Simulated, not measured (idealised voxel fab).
Herein follows the process module entitled voxel self aligned vias.
The width of the displayed cross-section, cut, is 245 nm; its cells are square, with a size of 5 nm.
For the purposes of this document, a cross-section shall be understood as a grid of square cells, specified as bands listed in top-to-bottom order, each band consisting of one or more rows of cells.
Each band's line starts with the height of the band's top and of its bottom, in nm. Then come its materials from left to right, each with its width in nm. One material with "edge to edge" fills the band from edge to edge. "empty" is empty space.
The reference from which all heights are counted is 0, the level beneath which the as-received wafer is entirely one material; the lowest band, having no lower bound, proceeds downward and is written after the example "z 0 and below".
Width: "30->40" (first number = top row, second number = bottom row, same change from row to row of cells).
For the purposes of this document, the phrase "nothing different" attached to a step denotes that no cell within the cross-section was modified by that step.
For the entry "Closed-off voids", the listed items are empty spaces with no open way to the top whose size is 8 cells or more; each item follows the pattern width x height at distance, where distance is from the left edge and all three are in nm.
Text after the settings on a step's line: the simulator's own remark on that step.
Regarding "overlay nm": on a step with a mask, it is the distance the mask lay to the right of its planned place; a negative value places it to the left.

The following list gives the planned process steps:
1,RECEIVE [material Si]
2,CONFORMAL_DEP [material SiO2] [thk nm 10]
3,CONFORMAL_DEP [material SiCN] [thk nm 5]
4,DIRECTIONAL_DEP [material SiO2] [thk nm 30]
5,PATTERN [tone open] [mask id LINES] [material resist] [width nm 30] [pitch nm 70] [thk nm 15] [overlay nm 0]
6,DIRECTIONAL_ETCH [etch materials SiO2] [depth nm 30]
7,STRIP [etch materials resist]
8,CONFORMAL_DEP [material TiN] [thk nm 5]
9,FILL_DEP [material Ru] [thk nm 5]
10,CMP [height nm 45]
11,SELECTIVE_ETCH [etch materials W Ru TiN] [depth nm 5]
12,FILL_DEP [material SiN] [thk nm 5]
13,CMP [height nm 45]
14,DIRECTIONAL_DEP [material SiO2] [thk nm 20]
15,DIRECTIONAL_DEP [material aC] [thk nm 15]
16,PATTERN [tone open] [mask id VIAS] [material resist] [width nm 50] [pitch nm 140] [thk nm 35] [overlay nm 0]
17,DIRECTIONAL_ETCH [etch materials aC] [depth nm 15]
18,STRIP [etch materials resist]
19,DIRECTIONAL_ETCH [etch materials SiO2] [depth nm 20]
20,DIRECTIONAL_ETCH [etch materials SiN] [depth nm 5]
21,STRIP [etch materials aC]
22,CONFORMAL_DEP [material TiN] [thk nm 5]
23,FILL_DEP [material W] [thk nm 5]
24,CMP [height nm 65]
25,CONFORMAL_DEP [material SiN] [thk nm 5]

Delivered wafer in cross-section: state after step 1:
    z 0 and below | Si edge to edge
    Closed-off voids: none

Wafer cross-section at module end: first of two, run to plan:
    z 70 to 65 | SiN edge to edge
    z 65 to 50 | 25 of SiO2; 5 of TiN; 40 of W; 5 of TiN; 90 of SiO2; 5 of TiN; 40 of W; 5 of TiN; 30 of SiO2
    z 50 to 45 | 25 of SiO2; 15 of TiN; 20 of W; 15 of TiN; 90 of SiO2; 15 of TiN; 20 of W; 15 of TiN; 30 of SiO2
    z 45 to 40 | 35 of SiO2; 30 of TiN; 40 of SiO2; 30 of SiN; 40 of SiO2; 30 of TiN; 40 of SiO2
    z 40 to 20 | 35 of SiO2; 5 of TiN; 20 of Ru; 5 of TiN; 40 of SiO2; 5 of TiN; 20 of Ru; 5 of TiN; 40 of SiO2; 5 of TiN; 20 of Ru; 5 of TiN; 40 of SiO2
    z 20 to 15 | 35 of SiO2; 30 of TiN; 40 of SiO2; 30 of TiN; 40 of SiO2; 30 of TiN; 40 of SiO2
    z 15 to 10 | SiCN edge to edge
    z 10 to 0 | SiO2 edge to edge
    z 0 and below | Si edge to edge
    Closed-off voids: none

This is the second of the two wafers, cross-sectioned at the end of the module; it started exactly like the first and was given the same plan, but it was run with one mistake:
    z 70 to 65 | SiN edge to edge
    z 65 to 50 | 25 of SiO2; 5 of TiN; 45 of W; 5 of TiN; 85 of SiO2; 5 of TiN; 45 of W; 5 of TiN; 25 of SiO2
    z 50 to 45 | 25 of SiO2; 15 of TiN; 20 of W; 20 of TiN; 85 of SiO2; 15 of TiN; 20 of W; 20 of TiN; 25 of SiO2
    z 45 to 40 | 35 of SiO2; 30 of TiN; 40 of SiO2; 30 of SiN; 40 of SiO2; 30 of TiN; 40 of SiO2
    z 40 to 20 | 35 of SiO2; 5 of TiN; 20 of Ru; 5 of TiN; 40 of SiO2; 5 of TiN; 20 of Ru; 5 of TiN; 40 of SiO2; 5 of TiN; 20 of Ru; 5 of TiN; 40 of SiO2
    z 20 to 15 | 35 of SiO2; 30 of TiN; 40 of SiO2; 30 of TiN; 40 of SiO2; 30 of TiN; 40 of SiO2
    z 15 to 10 | SiCN edge to edge
    z 10 to 0 | SiO2 edge to edge
    z 0 and below | Si edge to edge
    Closed-off voids: none
Where did the run depart from the plan? heads up, step 16 didn't go per plan, it actually ran as PATTERN [tone open] [mask id VIAS] [material resist] [width nm 55] [pitch nm 140] [thk nm 35] [overlay nm 0]
Final difference in cells, second wafer against first, listed per material as more or fewer: -8 SiO2; +2 TiN; +6 W
